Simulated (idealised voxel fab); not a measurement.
A process module follows: voxel air gaps.
Cross-section cut spans 280 nm and uses square cells 5 nm in size.
Format of a cross-section: grid, square cells. Given as bands. Order: top down. Band: one or more rows of cells.
What a band's entry tells you: where the top is and where the bottom is, as heights in nm, and after that what lies inside, material by material from left to right, each with its width in nm. Empty space is written as the word "air", and a single material marked with the word "throughout" occupies the band from edge to edge.
Heights are expressed relative to 0, this being the level below which the as-received wafer comprises one material exclusively. The lowest band is unbounded in the downward direction and is denoted as in "from 0 down".
Width: "30->40" (first number = top row, second number = bottom row, same change from row to row of cells).
Take "same as before" at face value: in the step it is given for, the cross-section changed in none of its cells.
"Unvented voids" lists enclosed empty spaces (at least 8 cells, no open path upward to the top), each as width x height at distance from the left edge, in nm.
It should be noted that, on the line of a given step, the content following the step's settings is a remark produced by the simulator itself with respect to that step.
overlay nm: mask right of planned place by this much (step with mask). Neg. = left.

THE PLANNED PROCESS STEPS ARE ENUMERATED HEREUNDER
1) op RECEIVE | material Si
2) op CONFORMAL_DEP | material SiO2 | thk nm 10
3) op CONFORMAL_DEP | material SiCN | thk nm 5
4) op DIRECTIONAL_DEP | material lowk | thk nm 35
5) op MASKED_ETCH | tone open | mask id LINES | width nm 15 | pitch nm 40 | etch materials lowk | depth nm 35 | overlay nm 0
6) op CONFORMAL_DEP | material TiN | thk nm 5
7) op FILL_DEP | material W | thk nm 10
8) op CMP | height nm 50
9) op EPI | material Ru | thk nm 10
10) op SELECTIVE_ETCH | etch materials lowk | depth nm 45
11) op CONFORMAL_DEP | material SiCN | thk nm 5

INCOMING WAFER IN CROSS-SECTION (STATE: AFTER STEP 1)
- from 0 down | Si throughout
- Unvented voids: none

A WAFER AT THE END: THIS START, THIS PLAN, ONE MISTAKE
- from 65 to 60 | SiCN throughout
- from 60 to 50 | Ru throughout
- from 50 to 15 | TiN throughout
- from 15 to 10 | SiCN throughout
- from 10 to 0 | SiO2 throughout
- from 0 down | Si throughout
- Unvented voids: none
In executing the process, a mistake was made relative to the plan: rather than as planned, step 4 actually ran as op DIRECTIONAL_DEP | material TiN | thk nm 35
